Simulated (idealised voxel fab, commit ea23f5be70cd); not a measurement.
Process module under the name voxel trench capacitor
255 nm wide, 5 nm square cells: that's cross-section cut.
Notation: cross-section as square-cell grid; stated in bands, top first, going down; one or more cell rows per band. First you get the band's top height and its bottom height, in nm, and then the materials it's made of, left to right, with each width in nm. If you see a single material with "throughout", that one covers the band edge to edge. "blank" is empty space. A quick word on heights: they are counted from 0, and under that level the wafer as it came to us is one material throughout. The lowest band is different from the rest in having no bottom; it simply continues downward, written as in "0 down". A width such as "30 to 40" changes by the same amount from each row of cells to the next, from the band's top row to its bottom row. "nothing changed" means the step left every cell of the cross-section as it was. "Unvented cavities": empty spaces of 8 cells or more with no open way to the top, each given as width x height at distance, distance from the left edge, all in nm. Anything after a step's settings on that line? It's the simulator's own note about the step. Regarding "overlay nm": on a step with a mask, it is the distance the mask lay to the right of its planned place; a negative value places it to the left. Every pair from here on: before one process step, after it. The after cross-section reaches only to the lowest band that changed. Below the pair: the step in between and its settings. Pairs can belong to different runs of this module on the same starting wafer; a pair carries on from the pair above only if the entry headed "Pre-step" says so.
Pre-step
  0 down = Si throughout
  Unvented cavities: none
Post-Step Section View
  5 to 0 = SiN throughout
  No changes below 0.
  Unvented cavities: none
The structure goes from the before cross-section above to the after cross-section through CONFORMAL_DEP (material SiN; thk nm 5)
Pre-step: we pick up right where the pair above leaves off, with its after cross-section.
Post-Step Section View
  25 to 5 = 95 nm resist  25 nm blank  15 nm resist  25 nm blank  95 nm resist
  No changes below 5.
  Unvented cavities: none
The structure goes from the before cross-section above to the after cross-section through PATTERN (tone open; mask id TRENCH; material resist; width nm 25; pitch nm 40; thk nm 20; overlay nm 0)
Pre-step: we pick up right where the pair above leaves off, with its after cross-section.
Post-Step Section View
  25 to 5 = 95 nm resist  25 nm blank  15 nm resist  25 nm blank  95 nm resist
  5 to 0 = 95 nm SiN  25 nm blank  15 nm SiN  25 nm blank  95 nm SiN
  No changes below 0.
  Unvented cavities: none
The structure goes from the before cross-section above to the after cross-section through DIRECTIONAL_ETCH (etch materials SiN; depth nm 5)
Pre-step: we pick up right where the pair above leaves off, with its after cross-section.
Post-Step Section View
  25 to 5 = 95 nm resist  25 nm blank  15 nm resist  25 nm blank  95 nm resist
  5 to 0 = 95 nm SiN  25 nm blank  15 nm SiN  25 nm blank  95 nm SiN
  0 to -30 = 95 nm Si  25 nm blank  15 nm Si  25 nm blank  95 nm Si
  No changes below -30.
  Unvented cavities: none
The structure goes from the before cross-section above to the after cross-section through DIRECTIONAL_ETCH (etch materials Si; depth nm 30)
Pre-step: we pick up right where the pair above leaves off, with its after cross-section.
Post-Step Section View
  5 to 0 = 95 nm SiN  25 nm blank  15 nm SiN  25 nm blank  95 nm SiN
  No changes below 0.
  Unvented cavities: none
The structure goes from the before cross-section above to the after cross-section through STRIP (etch materials resist)
Pre-step: we pick up right where the pair above leaves off, with its after cross-section.
Post-Step Section View
  10 to 5 = 100 nm HfO2  15 nm blank  25 nm HfO2  15 nm blank  100 nm HfO2
  5 to 0 = 95 nm SiN  5 nm HfO2  15 nm blank  5 nm HfO2  15 nm SiN  5 nm HfO2  15 nm blank  5 nm HfO2  95 nm SiN
  0 to -25 = 95 nm Si  5 nm HfO2  15 nm blank  5 nm HfO2  15 nm Si  5 nm HfO2  15 nm blank  5 nm HfO2  95 nm Si
  -25 to -30 = 95 nm Si  25 nm HfO2  15 nm Si  25 nm HfO2  95 nm Si
  No changes below -30.
  Unvented cavities: none
The structure goes from the before cross-section above to the after cross-section through CONFORMAL_DEP (material HfO2; thk nm 5)
Pre-step: we pick up right where the pair above leaves off, with its after cross-section.
Post-Step Section View
  15 to 10 = 105 nm TiN  5 nm blank  35 nm TiN  5 nm blank  105 nm TiN
  10 to 5 = 100 nm HfO2  5 nm TiN  5 nm blank  5 nm TiN  25 nm HfO2  5 nm TiN  5 nm blank  5 nm TiN  100 nm HfO2
  5 to 0 = 95 nm SiN  5 nm HfO2  5 nm TiN  5 nm blank  5 nm TiN  5 nm HfO2  15 nm SiN  5 nm HfO2  5 nm TiN  5 nm blank  5 nm TiN  5 nm HfO2  95 nm SiN
  0 to -20 = 95 nm Si  5 nm HfO2  5 nm TiN  5 nm blank  5 nm TiN  5 nm HfO2  15 nm Si  5 nm HfO2  5 nm TiN  5 nm blank  5 nm TiN  5 nm HfO2  95 nm Si
  -20 to -25 = 95 nm Si  5 nm HfO2  15 nm TiN  5 nm HfO2  15 nm Si  5 nm HfO2  15 nm TiN  5 nm HfO2  95 nm Si
  No changes below -25.
  Unvented cavities: none
The structure goes from the before cross-section above to the after cross-section through CONFORMAL_DEP (material TiN; thk nm 5)
Pre-step: we pick up right where the pair above leaves off, with its after cross-section.
Post-Step Section View
  20 to 15 = W throughout
  15 to 10 = 105 nm TiN  5 nm W  35 nm TiN  5 nm W  105 nm TiN
  10 to 5 = 100 nm HfO2  5 nm TiN  5 nm W  5 nm TiN  25 nm HfO2  5 nm TiN  5 nm W  5 nm TiN  100 nm HfO2
  5 to 0 = 95 nm SiN  5 nm HfO2  5 nm TiN  5 nm W  5 nm TiN  5 nm HfO2  15 nm SiN  5 nm HfO2  5 nm TiN  5 nm W  5 nm TiN  5 nm HfO2  95 nm SiN
  0 to -20 = 95 nm Si  5 nm HfO2  5 nm TiN  5 nm W  5 nm TiN  5 nm HfO2  15 nm Si  5 nm HfO2  5 nm TiN  5 nm W  5 nm TiN  5 nm HfO2  95 nm Si
  No changes below -20.
  Unvented cavities: none
The structure goes from the before cross-section above to the after cross-section through FILL_DEP (material W; thk nm 5)
Pre-step: we pick up right where the pair above leaves off, with its after cross-section.
Post-Step Section View
  5 to 0 = 95 nm SiN  5 nm HfO2  5 nm TiN  5 nm W  5 nm TiN  5 nm HfO2  15 nm SiN  5 nm HfO2  5 nm TiN  5 nm W  5 nm TiN  5 nm HfO2  95 nm SiN
  No changes below 0.
  Unvented cavities: none
The structure goes from the before cross-section above to the after cross-section through CMP (height nm 5)
Pre-step
  5 to 0 = 95 nm SiN  25 nm blank  15 nm SiN  25 nm blank  95 nm SiN
  0 to -30 = 95 nm Si  25 nm blank  15 nm Si  25 nm blank  95 nm Si
  -30 down = Si throughout
  Unvented cavities: none
Post-Step Section View
  10 to 5 = 100 nm TiN  15 nm blank  25 nm TiN  15 nm blank  100 nm TiN
  5 to 0 = 95 nm SiN  5 nm TiN  15 nm blank  5 nm TiN  15 nm SiN  5 nm TiN  15 nm blank  5 nm TiN  95 nm SiN
  0 to -25 = 95 nm Si  5 nm TiN  15 nm blank  5 nm TiN  15 nm Si  5 nm TiN  15 nm blank  5 nm TiN  95 nm Si
  -25 to -30 = 95 nm Si  25 nm TiN  15 nm Si  25 nm TiN  95 nm Si
  No changes below -30.
  Unvented cavities: none
The structure goes from the before cross-section above to the after cross-section through CONFORMAL_DEP (material TiN; thk nm 5)
Pre-step: we pick up right where the pair above leaves off, with its after cross-section.
Post-Step Section View
  15 to 10 = W throughout
  10 to 5 = 100 nm TiN  15 nm W  25 nm TiN  15 nm W  100 nm TiN
  5 to 0 = 95 nm SiN  5 nm TiN  15 nm W  5 nm TiN  15 nm SiN  5 nm TiN  15 nm W  5 nm TiN  95 nm SiN
  0 to -25 = 95 nm Si  5 nm TiN  15 nm W  5 nm TiN  15 nm Si  5 nm TiN  15 nm W  5 nm TiN  95 nm Si
  No changes below -25.
  Unvented cavities: none
The structure goes from the before cross-section above to the after cross-section through FILL_DEP (material W; thk nm 5)
Pre-step: we pick up right where the pair above leaves off, with its after cross-section.
Post-Step Section View
  5 to 0 = 95 nm SiN  5 nm TiN  15 nm W  5 nm TiN  15 nm SiN  5 nm TiN  15 nm W  5 nm TiN  95 nm SiN
  No changes below 0.
  Unvented cavities: none
The structure goes from the before cross-section above to the after cross-section through CMP (height nm 5)
Pre-step
  25 to 5 = 95 nm resist  25 nm blank  15 nm resist  25 nm blank  95 nm resist
  5 to 0 = 95 nm SiN  25 nm blank  15 nm SiN  25 nm blank  95 nm SiN
  0 to -30 = 95 nm Si  25 nm blank  15 nm Si  25 nm blank  95 nm Si
  -30 down = Si throughout
  Unvented cavities: none
Post-Step Section View
  25 to 5 = 95 nm resist  25 nm blank  15 nm resist  25 nm blank  95 nm resist
  5 to 0 = 95 nm SiN  25 nm blank  15 nm SiN  25 nm blank  95 nm SiN
  0 to -60 = 95 nm Si  25 nm blank  15 nm Si  25 nm blank  95 nm Si
  No changes below -60.
  Unvented cavities: none
The structure goes from the before cross-section above to the after cross-section through DIRECTIONAL_ETCH (etch materials Si; depth nm 30)
Pre-step: we pick up right where the pair above leaves off, with its after cross-section.
Post-Step Section View
  5 to 0 = 95 nm SiN  25 nm blank  15 nm SiN  25 nm blank  95 nm SiN
  No changes below 0.
  Unvented cavities: none
The structure goes from the before cross-section above to the after cross-section through STRIP (etch materials resist)
Pre-step: we pick up right where the pair above leaves off, with its after cross-section.
Post-Step Section View
  10 to 5 = 100 nm HfO2  15 nm blank  25 nm HfO2  15 nm blank  100 nm HfO2
  5 to 0 = 95 nm SiN  5 nm HfO2  15 nm blank  5 nm HfO2  15 nm SiN  5 nm HfO2  15 nm blank  5 nm HfO2  95 nm SiN
  0 to -55 = 95 nm Si  5 nm HfO2  15 nm blank  5 nm HfO2  15 nm Si  5 nm HfO2  15 nm blank  5 nm HfO2  95 nm Si
  -55 to -60 = 95 nm Si  25 nm HfO2  15 nm Si  25 nm HfO2  95 nm Si
  No changes below -60.
  Unvented cavities: none
The structure goes from the before cross-section above to the after cross-section through CONFORMAL_DEP (material HfO2; thk nm 5)
Pre-step: we pick up right where the pair above leaves off, with its after cross-section.
Post-Step Section View
  15 to 10 = 105 nm TiN  5 nm blank  35 nm TiN  5 nm blank  105 nm TiN
  10 to 5 = 100 nm HfO2  5 nm TiN  5 nm blank  5 nm TiN  25 nm HfO2  5 nm TiN  5 nm blank  5 nm TiN  100 nm HfO2
  5 to 0 = 95 nm SiN  5 nm HfO2  5 nm TiN  5 nm blank  5 nm TiN  5 nm HfO2  15 nm SiN  5 nm HfO2  5 nm TiN  5 nm blank  5 nm TiN  5 nm HfO2  95 nm SiN
  0 to -50 = 95 nm Si  5 nm HfO2  5 nm TiN  5 nm blank  5 nm TiN  5 nm HfO2  15 nm Si  5 nm HfO2  5 nm TiN  5 nm blank  5 nm TiN  5 nm HfO2  95 nm Si
  -50 to -55 = 95 nm Si  5 nm HfO2  15 nm TiN  5 nm HfO2  15 nm Si  5 nm HfO2  15 nm TiN  5 nm HfO2  95 nm Si
  No changes below -55.
  Unvented cavities: none
The structure goes from the before cross-section above to the after cross-section through CONFORMAL_DEP (material TiN; thk nm 5)
Pre-step: we pick up right where the pair above leaves off, with its after cross-section.
Post-Step Section View
  20 to 15 = W throughout
  15 to 10 = 105 nm TiN  5 nm W  35 nm TiN  5 nm W  105 nm TiN
  10 to 5 = 100 nm HfO2  5 nm TiN  5 nm W  5 nm TiN  25 nm HfO2  5 nm TiN  5 nm W  5 nm TiN  100 nm HfO2
  5 to 0 = 95 nm SiN  5 nm HfO2  5 nm TiN  5 nm W  5 nm TiN  5 nm HfO2  15 nm SiN  5 nm HfO2  5 nm TiN  5 nm W  5 nm TiN  5 nm HfO2  95 nm SiN
  0 to -50 = 95 nm Si  5 nm HfO2  5 nm TiN  5 nm W  5 nm TiN  5 nm HfO2  15 nm Si  5 nm HfO2  5 nm TiN  5 nm W  5 nm TiN  5 nm HfO2  95 nm Si
  No changes below -50.
  Unvented cavities: none
The structure goes from the before cross-section above to the after cross-section through FILL_DEP (material W; thk nm 5)
Pre-step: we pick up right where the pair above leaves off, with its after cross-section.
Post-Step Section View
  5 to 0 = 95 nm SiN  5 nm HfO2  5 nm TiN  5 nm W  5 nm TiN  5 nm HfO2  15 nm SiN  5 nm HfO2  5 nm TiN  5 nm W  5 nm TiN  5 nm HfO2  95 nm SiN
  No changes below 0.
  Unvented cavities: none
The structure goes from the before cross-section above to the after cross-section through CMP (height nm 5)
Pre-step
  10 to 5 = 100 nm TiN  15 nm blank  25 nm TiN  15 nm blank  100 nm TiN
  5 to 0 = 95 nm SiN  5 nm TiN  15 nm blank  5 nm TiN  15 nm SiN  5 nm TiN  15 nm blank  5 nm TiN  95 nm SiN
  0 to -25 = 95 nm Si  5 nm TiN  15 nm blank  5 nm TiN  15 nm Si  5 nm TiN  15 nm blank  5 nm TiN  95 nm Si
  -25 to -30 = 95 nm Si  25 nm TiN  15 nm Si  25 nm TiN  95 nm Si
  -30 down = Si throughout
  Unvented cavities: none
Post-Step Section View
  15 to 10 = 105 nm HfO2  5 nm blank  35 nm HfO2  5 nm blank  105 nm HfO2
  10 to 5 = 100 nm TiN  5 nm HfO2  5 nm blank  5 nm HfO2  25 nm TiN  5 nm HfO2  5 nm blank  5 nm HfO2  100 nm TiN
  5 to 0 = 95 nm SiN  5 nm TiN  5 nm HfO2  5 nm blank  5 nm HfO2  5 nm TiN  15 nm SiN  5 nm TiN  5 nm HfO2  5 nm blank  5 nm HfO2  5 nm TiN  95 nm SiN
  0 to -20 = 95 nm Si  5 nm TiN  5 nm HfO2  5 nm blank  5 nm HfO2  5 nm TiN  15 nm Si  5 nm TiN  5 nm HfO2  5 nm blank  5 nm HfO2  5 nm TiN  95 nm Si
  -20 to -25 = 95 nm Si  5 nm TiN  15 nm HfO2  5 nm TiN  15 nm Si  5 nm TiN  15 nm HfO2  5 nm TiN  95 nm Si
  No changes below -25.
  Unvented cavities: none
The structure goes from the before cross-section above to the after cross-section through CONFORMAL_DEP (material HfO2; thk nm 5)
Pre-step: we pick up right where the pair above leaves off, with its after cross-section.
Post-Step Section View
  20 to 15 = W throughout
  15 to 10 = 105 nm HfO2  5 nm W  35 nm HfO2  5 nm W  105 nm HfO2
  10 to 5 = 100 nm TiN  5 nm HfO2  5 nm W  5 nm HfO2  25 nm TiN  5 nm HfO2  5 nm W  5 nm HfO2  100 nm TiN
  5 to 0 = 95 nm SiN  5 nm TiN  5 nm HfO2  5 nm W  5 nm HfO2  5 nm TiN  15 nm SiN  5 nm TiN  5 nm HfO2  5 nm W  5 nm HfO2  5 nm TiN  95 nm SiN
  0 to -20 = 95 nm Si  5 nm TiN  5 nm HfO2  5 nm W  5 nm HfO2  5 nm TiN  15 nm Si  5 nm TiN  5 nm HfO2  5 nm W  5 nm HfO2  5 nm TiN  95 nm Si
  No changes below -20.
  Unvented cavities: none
The structure goes from the before cross-section above to the after cross-section through FILL_DEP (material W; thk nm 5)
Pre-step: we pick up right where the pair above leaves off, with its after cross-section.
Post-Step Section View
  5 to 0 = 95 nm SiN  5 nm TiN  5 nm HfO2  5 nm W  5 nm HfO2  5 nm TiN  15 nm SiN  5 nm TiN  5 nm HfO2  5 nm W  5 nm HfO2  5 nm TiN  95 nm SiN
  No changes below 0.
  Unvented cavities: none
The structure goes from the before cross-section above to the after cross-section through CMP (height nm 5)
Pre-step
  25 to 5 = 95 nm resist  25 nm blank  15 nm resist  25 nm blank  95 nm resist
  5 to 0 = 95 nm SiN  25 nm blank  15 nm SiN  25 nm blank  95 nm SiN
  0 down = Si throughout
  Unvented cavities: none
Post-Step Section View
  25 to 5 = 95 nm resist  25 nm blank  15 nm resist  25 nm blank  95 nm resist
  5 to 0 = 95 nm SiN  25 nm blank  15 nm SiN  25 nm blank  95 nm SiN
  0 to -35 = 95 nm Si  25 nm blank  15 nm Si  25 nm blank  95 nm Si
  No changes below -35.
  Unvented cavities: none
The structure goes from the before cross-section above to the after cross-section through DIRECTIONAL_ETCH (etch materials Si; depth nm 35)
Pre-step: we pick up right where the pair above leaves off, with its after cross-section.
Post-Step Section View
  5 to 0 = 95 nm SiN  25 nm blank  15 nm SiN  25 nm blank  95 nm SiN
  No changes below 0.
  Unvented cavities: none
The structure goes from the before cross-section above to the after cross-section through STRIP (etch materials resist)
Pre-step: we pick up right where the pair above leaves off, with its after cross-section.
Post-Step Section View
  10 to 5 = 100 nm HfO2  15 nm blank  25 nm HfO2  15 nm blank  100 nm HfO2
  5 to 0 = 95 nm SiN  5 nm HfO2  15 nm blank  5 nm HfO2  15 nm SiN  5 nm HfO2  15 nm blank  5 nm HfO2  95 nm SiN
  0 to -30 = 95 nm Si  5 nm HfO2  15 nm blank  5 nm HfO2  15 nm Si  5 nm HfO2  15 nm blank  5 nm HfO2  95 nm Si
  -30 to -35 = 95 nm Si  25 nm HfO2  15 nm Si  25 nm HfO2  95 nm Si
  No changes below -35.
  Unvented cavities: none
The structure goes from the before cross-section above to the after cross-section through CONFORMAL_DEP (material HfO2; thk nm 5)
Pre-step: we pick up right where the pair above leaves off, with its after cross-section.
Post-Step Section View
  15 to 10 = 105 nm TiN  5 nm blank  35 nm TiN  5 nm blank  105 nm TiN
  10 to 5 = 100 nm HfO2  5 nm TiN  5 nm blank  5 nm TiN  25 nm HfO2  5 nm TiN  5 nm blank  5 nm TiN  100 nm HfO2
  5 to 0 = 95 nm SiN  5 nm HfO2  5 nm TiN  5 nm blank  5 nm TiN  5 nm HfO2  15 nm SiN  5 nm HfO2  5 nm TiN  5 nm blank  5 nm TiN  5 nm HfO2  95 nm SiN
  0 to -25 = 95 nm Si  5 nm HfO2  5 nm TiN  5 nm blank  5 nm TiN  5 nm HfO2  15 nm Si  5 nm HfO2  5 nm TiN  5 nm blank  5 nm TiN  5 nm HfO2  95 nm Si
  -25 to -30 = 95 nm Si  5 nm HfO2  15 nm TiN  5 nm HfO2  15 nm Si  5 nm HfO2  15 nm TiN  5 nm HfO2  95 nm Si
  No changes below -30.
  Unvented cavities: none
The structure goes from the before cross-section above to the after cross-section through CONFORMAL_DEP (material TiN; thk nm 5)
Pre-step: we pick up right where the pair above leaves off, with its after cross-section.
Post-Step Section View
  20 to 15 = W throughout
  15 to 10 = 105 nm TiN  5 nm W  35 nm TiN  5 nm W  105 nm TiN
  10 to 5 = 100 nm HfO2  5 nm TiN  5 nm W  5 nm TiN  25 nm HfO2  5 nm TiN  5 nm W  5 nm TiN  100 nm HfO2
  5 to 0 = 95 nm SiN  5 nm HfO2  5 nm TiN  5 nm W  5 nm TiN  5 nm HfO2  15 nm SiN  5 nm HfO2  5 nm TiN  5 nm W  5 nm TiN  5 nm HfO2  95 nm SiN
  0 to -25 = 95 nm Si  5 nm HfO2  5 nm TiN  5 nm W  5 nm TiN  5 nm HfO2  15 nm Si  5 nm HfO2  5 nm TiN  5 nm W  5 nm TiN  5 nm HfO2  95 nm Si
  No changes below -25.
  Unvented cavities: none
The structure goes from the before cross-section above to the after cross-section through FILL_DEP (material W; thk nm 5)
Pre-step: we pick up right where the pair above leaves off, with its after cross-section.
Post-Step Section View
  5 to 0 = 95 nm SiN  5 nm HfO2  5 nm TiN  5 nm W  5 nm TiN  5 nm HfO2  15 nm SiN  5 nm HfO2  5 nm TiN  5 nm W  5 nm TiN  5 nm HfO2  95 nm SiN
  No changes below 0.
  Unvented cavities: none
The structure goes from the before cross-section above to the after cross-section through CMP (height nm 5)
Pre-step
  5 to 0 = SiN throughout
  0 down = Si throughout
  Unvented cavities: none
Post-Step Section View
  25 to 5 = 100 nm resist  15 nm blank  25 nm resist  15 nm blank  100 nm resist
  No changes below 5.
  Unvented cavities: none
The structure goes from the before cross-section above to the after cross-section through PATTERN (tone open; mask id TRENCH; material resist; width nm 15; pitch nm 40; thk nm 20; overlay nm 0)
Pre-step: we pick up right where the pair above leaves off, with its after cross-section.
Post-Step Section View
  25 to 5 = 100 nm resist  15 nm blank  25 nm resist  15 nm blank  100 nm resist
  5 to 0 = 100 nm SiN  15 nm blank  25 nm SiN  15 nm blank  100 nm SiN
  No changes below 0.
  Unvented cavities: none
The structure goes from the before cross-section above to the after cross-section through DIRECTIONAL_ETCH (etch materials SiN; depth nm 5)
Pre-step: we pick up right where the pair above leaves off, with its after cross-section.
Post-Step Section View
  25 to 5 = 100 nm resist  15 nm blank  25 nm resist  15 nm blank  100 nm resist
  5 to 0 = 100 nm SiN  15 nm blank  25 nm SiN  15 nm blank  100 nm SiN
  0 to -30 = 100 nm Si  15 nm blank  25 nm Si  15 nm blank  100 nm Si
  No changes below -30.
  Unvented cavities: none
The structure goes from the before cross-section above to the after cross-section through DIRECTIONAL_ETCH (etch materials Si; depth nm 30)
Pre-step: we pick up right where the pair above leaves off, with its after cross-section.
Post-Step Section View
  5 to 0 = 100 nm SiN  15 nm blank  25 nm SiN  15 nm blank  100 nm SiN
  No changes below 0.
  Unvented cavities: none
The structure goes from the before cross-section above to the after cross-section through STRIP (etch materials resist)
Pre-step: we pick up right where the pair above leaves off, with its after cross-section.
Post-Step Section View
  10 to 5 = 105 nm HfO2  5 nm blank  35 nm HfO2  5 nm blank  105 nm HfO2
  5 to 0 = 100 nm SiN  5 nm HfO2  5 nm blank  5 nm HfO2  25 nm SiN  5 nm HfO2  5 nm blank  5 nm HfO2  100 nm SiN
  0 to -25 = 100 nm Si  5 nm HfO2  5 nm blank  5 nm HfO2  25 nm Si  5 nm HfO2  5 nm blank  5 nm HfO2  100 nm Si
  -25 to -30 = 100 nm Si  15 nm HfO2  25 nm Si  15 nm HfO2  100 nm Si
  No changes below -30.
  Unvented cavities: none
The structure goes from the before cross-section above to the after cross-section through CONFORMAL_DEP (material HfO2; thk nm 5)
Pre-step: we pick up right where the pair above leaves off, with its after cross-section.
Post-Step Section View
  15 to 10 = TiN throughout
  10 to 5 = 105 nm HfO2  5 nm TiN  35 nm HfO2  5 nm TiN  105 nm HfO2
  5 to 0 = 100 nm SiN  5 nm HfO2  5 nm TiN  5 nm HfO2  25 nm SiN  5 nm HfO2  5 nm TiN  5 nm HfO2  100 nm SiN
  0 to -25 = 100 nm Si  5 nm HfO2  5 nm TiN  5 nm HfO2  25 nm Si  5 nm HfO2  5 nm TiN  5 nm HfO2  100 nm Si
  No changes below -25.
  Unvented cavities: none
The structure goes from the before cross-section above to the after cross-section through CONFORMAL_DEP (material TiN; thk nm 5)
Pre-step: we pick up right where the pair above leaves off, with its after cross-section.
Post-Step Section View
  20 to 15 = W throughout
  No changes below 15.
  Unvented cavities: none
The structure goes from the before cross-section above to the after cross-section through FILL_DEP (material W; thk nm 5)
Pre-step: we pick up right where the pair above leaves off, with its after cross-section.
Post-Step Section View
  5 to 0 = 100 nm SiN  5 nm HfO2  5 nm TiN  5 nm HfO2  25 nm SiN  5 nm HfO2  5 nm TiN  5 nm HfO2  100 nm SiN
  No changes below 0.
  Unvented cavities: none
The structure goes from the before cross-section above to the after cross-section through CMP (height nm 5)
Pre-step
  5 to 0 = SiN throughout
  0 down = Si throughout
  Unvented cavities: none
Post-Step Section View
  25 to 5 = 90 nm resist  25 nm blank  15 nm resist  25 nm blank  100 nm resist
  No changes below 5.
  Unvented cavities: none
The structure goes from the before cross-section above to the after cross-section through PATTERN (tone open; mask id TRENCH; material resist; width nm 25; pitch nm 40; thk nm 20; overlay nm -5)
Pre-step: we pick up right where the pair above leaves off, with its after cross-section.
Post-Step Section View
  25 to 5 = 90 nm resist  25 nm blank  15 nm resist  25 nm blank  100 nm resist
  5 to 0 = 90 nm SiN  25 nm blank  15 nm SiN  25 nm blank  100 nm SiN
  No changes below 0.
  Unvented cavities: none
The structure goes from the before cross-section above to the after cross-section through DIRECTIONAL_ETCH (etch materials SiN; depth nm 5)
Pre-step: we pick up right where the pair above leaves off, with its after cross-section.
Post-Step Section View
  25 to 5 = 90 nm resist  25 nm blank  15 nm resist  25 nm blank  100 nm resist
  5 to 0 = 90 nm SiN  25 nm blank  15 nm SiN  25 nm blank  100 nm SiN
  0 to -30 = 90 nm Si  25 nm blank  15 nm Si  25 nm blank  100 nm Si
  No changes below -30.
  Unvented cavities: none
The structure goes from the before cross-section above to the after cross-section through DIRECTIONAL_ETCH (etch materials Si; depth nm 30)
Pre-step: we pick up right where the pair above leaves off, with its after cross-section.
Post-Step Section View
  5 to 0 = 90 nm SiN  25 nm blank  15 nm SiN  25 nm blank  100 nm SiN
  No changes below 0.
  Unvented cavities: none
The structure goes from the before cross-section above to the after cross-section through STRIP (etch materials resist)
Pre-step: we pick up right where the pair above leaves off, with its after cross-section.
Post-Step Section View
  10 to 5 = 95 nm HfO2  15 nm blank  25 nm HfO2  15 nm blank  105 nm HfO2
  5 to 0 = 90 nm SiN  5 nm HfO2  15 nm blank  5 nm HfO2  15 nm SiN  5 nm HfO2  15 nm blank  5 nm HfO2  100 nm SiN
  0 to -25 = 90 nm Si  5 nm HfO2  15 nm blank  5 nm HfO2  15 nm Si  5 nm HfO2  15 nm blank  5 nm HfO2  100 nm Si
  -25 to -30 = 90 nm Si  25 nm HfO2  15 nm Si  25 nm HfO2  100 nm Si
  No changes below -30.
  Unvented cavities: none
The structure goes from the before cross-section above to the after cross-section through CONFORMAL_DEP (material HfO2; thk nm 5)
Pre-step: we pick up right where the pair above leaves off, with its after cross-section.
Post-Step Section View
  15 to 10 = 100 nm TiN  5 nm blank  35 nm TiN  5 nm blank  110 nm TiN
  10 to 5 = 95 nm HfO2  5 nm TiN  5 nm blank  5 nm TiN  25 nm HfO2  5 nm TiN  5 nm blank  5 nm TiN  105 nm HfO2
  5 to 0 = 90 nm SiN  5 nm HfO2  5 nm TiN  5 nm blank  5 nm TiN  5 nm HfO2  15 nm SiN  5 nm HfO2  5 nm TiN  5 nm blank  5 nm TiN  5 nm HfO2  100 nm SiN
  0 to -20 = 90 nm Si  5 nm HfO2  5 nm TiN  5 nm blank  5 nm TiN  5 nm HfO2  15 nm Si  5 nm HfO2  5 nm TiN  5 nm blank  5 nm TiN  5 nm HfO2  100 nm Si
  -20 to -25 = 90 nm Si  5 nm HfO2  15 nm TiN  5 nm HfO2  15 nm Si  5 nm HfO2  15 nm TiN  5 nm HfO2  100 nm Si
  No changes below -25.
  Unvented cavities: none
The structure goes from the before cross-section above to the after cross-section through CONFORMAL_DEP (material TiN; thk nm 5)
Pre-step: we pick up right where the pair above leaves off, with its after cross-section.
Post-Step Section View
  20 to 15 = W throughout
  15 to 10 = 100 nm TiN  5 nm W  35 nm TiN  5 nm W  110 nm TiN
  10 to 5 = 95 nm HfO2  5 nm TiN  5 nm W  5 nm TiN  25 nm HfO2  5 nm TiN  5 nm W  5 nm TiN  105 nm HfO2
  5 to 0 = 90 nm SiN  5 nm HfO2  5 nm TiN  5 nm W  5 nm TiN  5 nm HfO2  15 nm SiN  5 nm HfO2  5 nm TiN  5 nm W  5 nm TiN  5 nm HfO2  100 nm SiN
  0 to -20 = 90 nm Si  5 nm HfO2  5 nm TiN  5 nm W  5 nm TiN  5 nm HfO2  15 nm Si  5 nm HfO2  5 nm TiN  5 nm W  5 nm TiN  5 nm HfO2  100 nm Si
  No changes below -20.
  Unvented cavities: none
The structure goes from the before cross-section above to the after cross-section through FILL_DEP (material W; thk nm 5)
Pre-step: we pick up right where the pair above leaves off, with its after cross-section.
Post-Step Section View
  5 to 0 = 90 nm SiN  5 nm HfO2  5 nm TiN  5 nm W  5 nm TiN  5 nm HfO2  15 nm SiN  5 nm HfO2  5 nm TiN  5 nm W  5 nm TiN  5 nm HfO2  100 nm SiN
  No changes below 0.
  Unvented cavities: none
The structure goes from the before cross-section above to the after cross-section through CMP (height nm 5)
Pre-step
  5 to 0 = 95 nm SiN  25 nm blank  15 nm SiN  25 nm blank  95 nm SiN
  0 to -30 = 95 nm Si  25 nm blank  15 nm Si  25 nm blank  95 nm Si
  -30 down = Si throughout
  Unvented cavities: none
Post-Step Section View
  10 to 0 = 100 nm SiN  15 nm blank  25 nm SiN  15 nm blank  100 nm SiN
  0 to -25 = 95 nm Si  5 nm SiN  15 nm blank  5 nm SiN  15 nm Si  5 nm SiN  15 nm blank  5 nm SiN  95 nm Si
  -25 to -30 = 95 nm Si  25 nm SiN  15 nm Si  25 nm SiN  95 nm Si
  No changes below -30.
  Unvented cavities: none
The structure goes from the before cross-section above to the after cross-section through CONFORMAL_DEP (material SiN; thk nm 5)
Pre-step: we pick up right where the pair above leaves off, with its after cross-section.
Post-Step Section View
  15 to 10 = 105 nm TiN  5 nm blank  35 nm TiN  5 nm blank  105 nm TiN
  10 to 0 = 100 nm SiN  5 nm TiN  5 nm blank  5 nm TiN  25 nm SiN  5 nm TiN  5 nm blank  5 nm TiN  100 nm SiN
  0 to -20 = 95 nm Si  5 nm SiN  5 nm TiN  5 nm blank  5 nm TiN  5 nm SiN  15 nm Si  5 nm SiN  5 nm TiN  5 nm blank  5 nm TiN  5 nm SiN  95 nm Si
  -20 to -25 = 95 nm Si  5 nm SiN  15 nm TiN  5 nm SiN  15 nm Si  5 nm SiN  15 nm TiN  5 nm SiN  95 nm Si
  No changes below -25.
  Unvented cavities: none
The structure goes from the before cross-section above to the after cross-section through CONFORMAL_DEP (material TiN; thk nm 5)
Pre-step: we pick up right where the pair above leaves off, with its after cross-section.
Post-Step Section View
  20 to 15 = W throughout
  15 to 10 = 105 nm TiN  5 nm W  35 nm TiN  5 nm W  105 nm TiN
  10 to 0 = 100 nm SiN  5 nm TiN  5 nm W  5 nm TiN  25 nm SiN  5 nm TiN  5 nm W  5 nm TiN  100 nm SiN
  0 to -20 = 95 nm Si  5 nm SiN  5 nm TiN  5 nm W  5 nm TiN  5 nm SiN  15 nm Si  5 nm SiN  5 nm TiN  5 nm W  5 nm TiN  5 nm SiN  95 nm Si
  No changes below -20.
  Unvented cavities: none
The structure goes from the before cross-section above to the after cross-section through FILL_DEP (material W; thk nm 5)
Pre-step: we pick up right where the pair above leaves off, with its after cross-section.
Post-Step Section View
  5 to 0 = 100 nm SiN  5 nm TiN  5 nm W  5 nm TiN  25 nm SiN  5 nm TiN  5 nm W  5 nm TiN  100 nm SiN
  No changes below 0.
  Unvented cavities: none
The structure goes from the before cross-section above to the after cross-section through CMP (height nm 5)
Pre-step
  5 to 0 = SiN throughout
  0 down = Si throughout
  Unvented cavities: none
Post-Step Section View
  25 to 5 = 95 nm blank  25 nm resist  15 nm blank  25 nm resist  95 nm blank
  No changes below 5.
  Unvented cavities: none
The structure goes from the before cross-section above to the after cross-section through PATTERN (tone cover; mask id TRENCH; material resist; width nm 25; pitch nm 40; thk nm 20; overlay nm 0)
